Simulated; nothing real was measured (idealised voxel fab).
voxel air gaps: a process module
Xsec cut, 285 nm wide, square cell size 5 nm.
Throughout this document, each cross-section is represented as a grid of square cells and is presented as a sequence of bands enumerated from the top downward, where a band comprises one or more rows of cells.
Each band's line starts with the height of the band's top and of its bottom, in nm. Then come its materials from left to right, each with its width in nm. One material with "throughout" fills the band from edge to edge. "air" is empty space.
Where do heights start? At 0: under that level the wafer as delivered is made of one material only. And the lowest band has no floor; it just carries on downward, as in "z 0 and below".
Note: "30..40" means the width goes from the first number (top row of the band) to the second number (bottom row) in equal steps per row of cells.
Basically "no modification" means that step didn't change any cell in the cross-section.
"Enclosed internal voids" lists enclosed empty spaces (at least 8 cells, no open path upward to the top), each as width x height at distance from the left edge, in nm.
Step line, after settings: the simulator's comment on this step.
overlay nm: right-of-plan distance of the mask on a masked step; negative values mean left-of-plan.
**Steps planned for the process**
1) RECEIVE (material Si)
2) CONFORMAL_DEP (material SiO2; thk nm 15)
3) CONFORMAL_DEP (material SiN; thk nm 5)
4) DIRECTIONAL_DEP (material SiO2; thk nm 35)
5) PATTERN (tone open; mask id LINES; material resist; width nm 25; pitch nm 50; thk nm 20; overlay nm 0)
6) DIRECTIONAL_ETCH (etch materials SiO2; depth nm 35)
7) STRIP (etch materials resist)
8) CONFORMAL_DEP (material TiN; thk nm 5)
9) FILL_DEP (material W; thk nm 5)
10) CMP (height nm 55)
11) EPI (material Ru; thk nm 10)
12) SELECTIVE_ETCH (etch materials SiO2; depth nm 45)
13) CONFORMAL_DEP (material SiCN; thk nm 5)
**Wafer, first of two, run as planned**
**As-received state of the wafer in cross-section, equivalent to post-step 1**
    z 0 and below  Si throughout
    Enclosed internal voids: none
**After step 2: wafer cross-section**
    z 15 to 0  SiO2 throughout
    Unchanged below 0.
**After step 3: wafer cross-section**
    z 20 to 15  SiN throughout
    Unchanged below 15.
**After step 4: wafer cross-section**
    z 55 to 20  SiO2 throughout
    Unchanged below 20.
**After step 5: wafer cross-section**
    z 75 to 55  resist: 80; air: 25; resist: 25; air: 25; resist: 25; air: 25; resist: 80
    Unchanged below 55.
**After step 6: wafer cross-section**
    z 75 to 55  resist: 80; air: 25; resist: 25; air: 25; resist: 25; air: 25; resist: 80
    z 55 to 20  SiO2: 80; air: 25; SiO2: 25; air: 25; SiO2: 25; air: 25; SiO2: 80
    Unchanged below 20.
**After step 7: wafer cross-section**
    z 55 to 20  SiO2: 80; air: 25; SiO2: 25; air: 25; SiO2: 25; air: 25; SiO2: 80
    Unchanged below 20.
**After step 8: wafer cross-section**
    z 60 to 55  TiN: 85; air: 15; TiN: 35; air: 15; TiN: 35; air: 15; TiN: 85
    z 55 to 25  SiO2: 80; TiN: 5; air: 15; TiN: 5; SiO2: 25; TiN: 5; air: 15; TiN: 5; SiO2: 25; TiN: 5; air: 15; TiN: 5; SiO2: 80
    z 25 to 20  SiO2: 80; TiN: 25; SiO2: 25; TiN: 25; SiO2: 25; TiN: 25; SiO2: 80
    Unchanged below 20.
**After step 9: wafer cross-section**
    z 65 to 60  W throughout
    z 60 to 55  TiN: 85; W: 15; TiN: 35; W: 15; TiN: 35; W: 15; TiN: 85
    z 55 to 25  SiO2: 80; TiN: 5; W: 15; TiN: 5; SiO2: 25; TiN: 5; W: 15; TiN: 5; SiO2: 25; TiN: 5; W: 15; TiN: 5; SiO2: 80
    Unchanged below 25.
**After step 10: wafer cross-section**
    z 55 to 25  SiO2: 80; TiN: 5; W: 15; TiN: 5; SiO2: 25; TiN: 5; W: 15; TiN: 5; SiO2: 25; TiN: 5; W: 15; TiN: 5; SiO2: 80
    Unchanged below 25.
**After step 11: wafer cross-section**
    z 65 to 55  air: 70; Ru: 45; air: 5; Ru: 45; air: 5; Ru: 45; air: 70
    Unchanged below 55.
**After step 12: wafer cross-section**
    z 65 to 55  air: 70; Ru: 45; air: 5; Ru: 45; air: 5; Ru: 45; air: 70
    z 55 to 25  air: 80; TiN: 5; W: 15; TiN: 5; air: 25; TiN: 5; W: 15; TiN: 5; air: 25; TiN: 5; W: 15; TiN: 5; air: 80
    z 25 to 20  air: 80; TiN: 25; air: 25; TiN: 25; air: 25; TiN: 25; air: 80
    Unchanged below 20.
**After step 13: wafer cross-section**
    z 70 to 65  air: 65; SiCN: 155; air: 65
    z 65 to 55  air: 65; SiCN: 5; Ru: 45; SiCN: 5; Ru: 45; SiCN: 5; Ru: 45; SiCN: 5; air: 65
    z 55 to 50  air: 65; SiCN: 15; TiN: 5; W: 15; TiN: 5; SiCN: 25; TiN: 5; W: 15; TiN: 5; SiCN: 25; TiN: 5; W: 15; TiN: 5; SiCN: 15; air: 65
    z 50 to 25  air: 75; SiCN: 5; TiN: 5; W: 15; TiN: 5; SiCN: 5; air: 15; SiCN: 5; TiN: 5; W: 15; TiN: 5; SiCN: 5; air: 15; SiCN: 5; TiN: 5; W: 15; TiN: 5; SiCN: 5; air: 75
    z 25 to 20  SiCN: 80; TiN: 25; SiCN: 25; TiN: 25; SiCN: 25; TiN: 25; SiCN: 80
    Unchanged below 20.
    Enclosed internal voids: 15 x 25 at 110; 15 x 25 at 160
**second wafer: like start, like plan, one mistake. Through step 1 it matches the first wafer**
**Second wafer, cross-section, planned end of step 2**
    z 30 to 0  SiO2 throughout
    Unchanged below 0.
**Second wafer, cross-section, planned end of step 3**
    z 35 to 30  SiN throughout
    Unchanged below 30.
**Second wafer, cross-section, planned end of step 4**
    z 70 to 35  SiO2 throughout
    Unchanged below 35.
**Second wafer, cross-section, planned end of step 5**
    z 90 to 70  resist: 80; air: 25; resist: 25; air: 25; resist: 25; air: 25; resist: 80
    Unchanged below 70.
**Second wafer, cross-section, planned end of step 6**
    z 90 to 70  resist: 80; air: 25; resist: 25; air: 25; resist: 25; air: 25; resist: 80
    z 70 to 35  SiO2: 80; air: 25; SiO2: 25; air: 25; SiO2: 25; air: 25; SiO2: 80
    Unchanged below 35.
**Second wafer, cross-section, planned end of step 7**
    z 70 to 35  SiO2: 80; air: 25; SiO2: 25; air: 25; SiO2: 25; air: 25; SiO2: 80
    Unchanged below 35.
**Second wafer, cross-section, planned end of step 8**
    z 75 to 70  TiN: 85; air: 15; TiN: 35; air: 15; TiN: 35; air: 15; TiN: 85
    z 70 to 40  SiO2: 80; TiN: 5; air: 15; TiN: 5; SiO2: 25; TiN: 5; air: 15; TiN: 5; SiO2: 25; TiN: 5; air: 15; TiN: 5; SiO2: 80
    z 40 to 35  SiO2: 80; TiN: 25; SiO2: 25; TiN: 25; SiO2: 25; TiN: 25; SiO2: 80
    Unchanged below 35.
**Second wafer, cross-section, planned end of step 9**
    z 80 to 75  W throughout
    z 75 to 70  TiN: 85; W: 15; TiN: 35; W: 15; TiN: 35; W: 15; TiN: 85
    z 70 to 40  SiO2: 80; TiN: 5; W: 15; TiN: 5; SiO2: 25; TiN: 5; W: 15; TiN: 5; SiO2: 25; TiN: 5; W: 15; TiN: 5; SiO2: 80
    Unchanged below 40.
**Second wafer, cross-section, planned end of step 10**
    z 55 to 40  SiO2: 80; TiN: 5; W: 15; TiN: 5; SiO2: 25; TiN: 5; W: 15; TiN: 5; SiO2: 25; TiN: 5; W: 15; TiN: 5; SiO2: 80
    Unchanged below 40.
**Second wafer, cross-section, planned end of step 11**
    z 65 to 55  air: 70; Ru: 45; air: 5; Ru: 45; air: 5; Ru: 45; air: 70
    Unchanged below 55.
**Second wafer, cross-section, planned end of step 12**
    z 65 to 55  air: 70; Ru: 45; air: 5; Ru: 45; air: 5; Ru: 45; air: 70
    z 55 to 40  air: 80; TiN: 5; W: 15; TiN: 5; air: 25; TiN: 5; W: 15; TiN: 5; air: 25; TiN: 5; W: 15; TiN: 5; air: 80
    z 40 to 35  air: 80; TiN: 25; air: 25; TiN: 25; air: 25; TiN: 25; air: 80
    Unchanged below 35.
**Second wafer, cross-section, planned end of step 13**
    z 70 to 65  air: 65; SiCN: 155; air: 65
    z 65 to 55  air: 65; SiCN: 5; Ru: 45; SiCN: 5; Ru: 45; SiCN: 5; Ru: 45; SiCN: 5; air: 65
    z 55 to 50  air: 65; SiCN: 15; TiN: 5; W: 15; TiN: 5; SiCN: 25; TiN: 5; W: 15; TiN: 5; SiCN: 25; TiN: 5; W: 15; TiN: 5; SiCN: 15; air: 65
    z 50 to 40  air: 75; SiCN: 5; TiN: 5; W: 15; TiN: 5; SiCN: 5; air: 15; SiCN: 5; TiN: 5; W: 15; TiN: 5; SiCN: 5; air: 15; SiCN: 5; TiN: 5; W: 15; TiN: 5; SiCN: 5; air: 75
    z 40 to 35  SiCN: 80; TiN: 25; SiCN: 25; TiN: 25; SiCN: 25; TiN: 25; SiCN: 80
    Unchanged below 35.
Nonconformance to the process plan: step 2 in the plan was executed twice
Materials where the second wafer ends with more or fewer cells than the first: -18 SiCN | +171 SiO2 | -18 TiN | -27 W
Heads up: the first wafer ends with 2 closed voids, the second with 0.
